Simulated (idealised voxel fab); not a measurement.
This section sets out a process module, namely voxel fin reveal.
Section shown: cut. Width: 250 nm. Cell size: 5 nm, square.
Think of the cross-section as a grid of square cells. We describe it in bands, top to bottom, and each band covers one or more rows of those cells.
Basically the band line says how high the top is and how high the bottom is, in nm, and then what's in it from left to right, every material with its width in nm. Empty space shows up as "air", and if a single material carries "edge to edge" it runs the full band edge to edge.
For the purposes of this specification, 0 denotes the height below which the wafer in its as-received condition is composed wholly of one material, and the lowermost band, lacking a lower limit, extends downward without end, as expressed in "top 0, no bottom".
Per-row width for "30..40": begins at first number (top row of band), ends at second number (bottom row), increment between rows held constant.
The designation "no modifications", where it is given for a processing step, indicates that no cell of the cross-section was altered in the course of that step.
"Completely sealed voids" specifies each empty space that is not open to the top and that occupies no fewer than 8 cells, using the form width x height at distance, the distance measured from the left edge and all three quantities in nm.
Formally, on a step line, whatever follows the settings is a remark that the simulator itself makes on the step.
overlay nm: how far to the right of its planned place the mask lay on this masked step (negative: to the left).
[Planned process steps]
1 RECEIVE (material Si)
2 CONFORMAL_DEP (material SiN; thk nm 5)
3 PATTERN (tone cover; mask id FINS; material resist; width nm 15; pitch nm 45; thk nm 20; overlay nm 0)
4 DIRECTIONAL_ETCH (etch materials SiN; depth nm 5)
5 DIRECTIONAL_ETCH (etch materials Si; depth nm 35)
6 STRIP (etch materials resist)
7 FILL_DEP (material SiO2; thk nm 5)
8 CMP (height nm 5)
9 SELECTIVE_ETCH (etch materials SiO2; depth nm 15)
10 STRIP (etch materials SiN)
11 CONFORMAL_DEP (material HfO2; thk nm 5)
[So this is the incoming wafer in cross-section - it's already been through step 1]
- top 0, no bottom = Si edge to edge
- Completely sealed voids: none
[Final cross-section, module run with one mistake (start and plan as above)]
- top 5, bottom 0 = air 45 nm / HfO2 25 nm / air 20 nm / HfO2 25 nm / air 20 nm / HfO2 25 nm / air 20 nm / HfO2 25 nm / air 45 nm
- top 0, bottom -5 = air 45 nm / HfO2 5 nm / Si 15 nm / HfO2 5 nm / air 20 nm / HfO2 5 nm / Si 15 nm / HfO2 5 nm / air 20 nm / HfO2 5 nm / Si 15 nm / HfO2 5 nm / air 20 nm / HfO2 5 nm / Si 15 nm / HfO2 5 nm / air 45 nm
- top -5, bottom -10 = HfO2 40 nm / air 5 nm / HfO2 5 nm / Si 15 nm / HfO2 5 nm / air 20 nm / HfO2 5 nm / Si 15 nm / HfO2 5 nm / air 20 nm / HfO2 5 nm / Si 15 nm / HfO2 5 nm / air 20 nm / HfO2 5 nm / Si 15 nm / HfO2 5 nm / air 5 nm / HfO2 40 nm
- top -10, bottom -15 = SiO2 35 nm / HfO2 15 nm / Si 15 nm / HfO2 30 nm / Si 15 nm / HfO2 30 nm / Si 15 nm / HfO2 30 nm / Si 15 nm / HfO2 15 nm / SiO2 35 nm
- top -15, bottom -35 = SiO2 50 nm / Si 15 nm / SiO2 30 nm / Si 15 nm / SiO2 30 nm / Si 15 nm / SiO2 30 nm / Si 15 nm / SiO2 50 nm
- top -35, no bottom = Si edge to edge
- Completely sealed voids: none
Where did the run depart from the plan? deviation from plan: step 10 and step 9 executed in one another's positions
